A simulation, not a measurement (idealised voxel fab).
The following process module bears the name voxel self aligned vias.
Section cut is 250 nm wide and gridded with 5 nm square cells.
Format of a cross-section: grid, square cells. Given as bands. Order: top down. Band: one or more rows of cells. The entry gives the band's vertical extent as a top height and a bottom height in nm, then its horizontal make-up as materials from left to right, each with a width in nm. "empty" stands for empty space; a single material marked "everywhere" fills the band edge to edge. Where do heights start? At 0: under that level the wafer as delivered is made of one material only. And the lowest band has no floor; it just carries on downward, as in "0 down". It should be noted that a width expressed as "30..40" varies in equal increments from row to row of cells within the band, taking the value of the first number at the top row and that of the second number at the bottom row. "no modification" (step): cross-section cells unchanged, all of them. Empty spaces without an open route to the top, at least 8 cells in extent, make up the entry "Completely sealed voids"; each is given as width x height at distance, where the distance is measured from the left edge, and all are in nm. Where a step's line continues beyond its settings, the continuation is a remark by the simulator itself on that step. A step line may carry the setting "overlay nm", which, for steps involving a mask, states the distance by which the mask lay to the right of its intended position; negative values denote displacement to the left.
PROCESS STEPS - PLAN
1,RECEIVE, material Si
2,CONFORMAL_DEP, material SiO2, thk nm 10
3,CONFORMAL_DEP, material SiCN, thk nm 5
4,DIRECTIONAL_DEP, material SiO2, thk nm 20
5,PATTERN, tone open, mask id LINES, material resist, width nm 30, pitch nm 55, thk nm 15, overlay nm 0
6,DIRECTIONAL_ETCH, etch materials SiO2, depth nm 20
7,STRIP, etch materials resist
8,CONFORMAL_DEP, material TiN, thk nm 5
9,FILL_DEP, material Ru, thk nm 5
10,CMP, height nm 35
11,SELECTIVE_ETCH, etch materials W Ru TiN, depth nm 5
12,FILL_DEP, material SiN, thk nm 10
13,CMP, height nm 35
14,DIRECTIONAL_DEP, material SiO2, thk nm 20
15,MASKED_ETCH, tone open, mask id VIAS, width nm 40, pitch nm 55, etch materials SiO2, depth nm 20, overlay nm 0
16,MASKED_ETCH, tone open, mask id VIAS, width nm 40, pitch nm 55, etch materials SiN, depth nm 5, overlay nm 0
17,CONFORMAL_DEP, material TiN, thk nm 5
18,FILL_DEP, material Ru, thk nm 10
19,CMP, height nm 55
20,CONFORMAL_DEP, material SiCN, thk nm 5
CROSS-SECTION, INCOMING MATERIAL, AFTER STEP 1
  0 down | Si everywhere
  Completely sealed voids: none
HERE'S THE CROSS-SECTION OF THE FIRST OF OUR TWO WAFERS AT THE END OF THE MODULE - IT RAN AS PLANNED
  60 to 55 | SiCN everywhere
  55 to 40 | 50 of SiO2  5 of TiN  30 of Ru  5 of TiN  15 of SiO2  5 of TiN  30 of Ru  5 of TiN  15 of SiO2  5 of TiN  30 of Ru  5 of TiN  50 of SiO2
  40 to 35 | 50 of SiO2  10 of TiN  20 of Ru  10 of TiN  15 of SiO2  10 of TiN  20 of Ru  10 of TiN  15 of SiO2  10 of TiN  20 of Ru  10 of TiN  50 of SiO2
  35 to 30 | 55 of SiO2  30 of TiN  25 of SiO2  30 of TiN  25 of SiO2  30 of TiN  55 of SiO2
  30 to 20 | 55 of SiO2  5 of TiN  20 of Ru  5 of TiN  25 of SiO2  5 of TiN  20 of Ru  5 of TiN  25 of SiO2  5 of TiN  20 of Ru  5 of TiN  55 of SiO2
  20 to 15 | 55 of SiO2  30 of TiN  25 of SiO2  30 of TiN  25 of SiO2  30 of TiN  55 of SiO2
  15 to 10 | SiCN everywhere
  10 to 0 | SiO2 everywhere
  0 down | Si everywhere
  Completely sealed voids: none
WAFER TWO, END OF MODULE, CROSS-SECTION. SAME START, SAME PLAN AS WAFER ONE. ONE MISTAKE IN THE RUN
  60 to 55 | SiCN everywhere
  55 to 40 | 50 of SiO2  5 of TiN  30 of Ru  5 of TiN  15 of SiO2  5 of TiN  30 of Ru  5 of TiN  15 of SiO2  5 of TiN  30 of Ru  5 of TiN  50 of SiO2
  40 to 35 | 50 of SiO2  10 of TiN  25 of Ru  5 of TiN  15 of SiO2  10 of TiN  25 of Ru  5 of TiN  15 of SiO2  10 of TiN  25 of Ru  5 of TiN  50 of SiO2
  35 to 30 | 55 of SiO2  35 of TiN  20 of SiO2  35 of TiN  20 of SiO2  35 of TiN  50 of SiO2
  30 to 20 | 55 of SiO2  5 of TiN  25 of Ru  5 of TiN  20 of SiO2  5 of TiN  25 of Ru  5 of TiN  20 of SiO2  5 of TiN  25 of Ru  5 of TiN  50 of SiO2
  20 to 15 | 55 of SiO2  35 of TiN  20 of SiO2  35 of TiN  20 of SiO2  35 of TiN  50 of SiO2
  15 to 10 | SiCN everywhere
  10 to 0 | SiO2 everywhere
  0 down | Si everywhere
  Completely sealed voids: none
The plan and the run diverged here: step 5 off recipe, ran as PATTERN, tone open, mask id LINES, material resist, width nm 35, pitch nm 55, thk nm 15, overlay nm 0
Final comparison by cell count, materials where the second wafer has more or fewer than the first: Ru +9 | SiO2 -12 | TiN +3
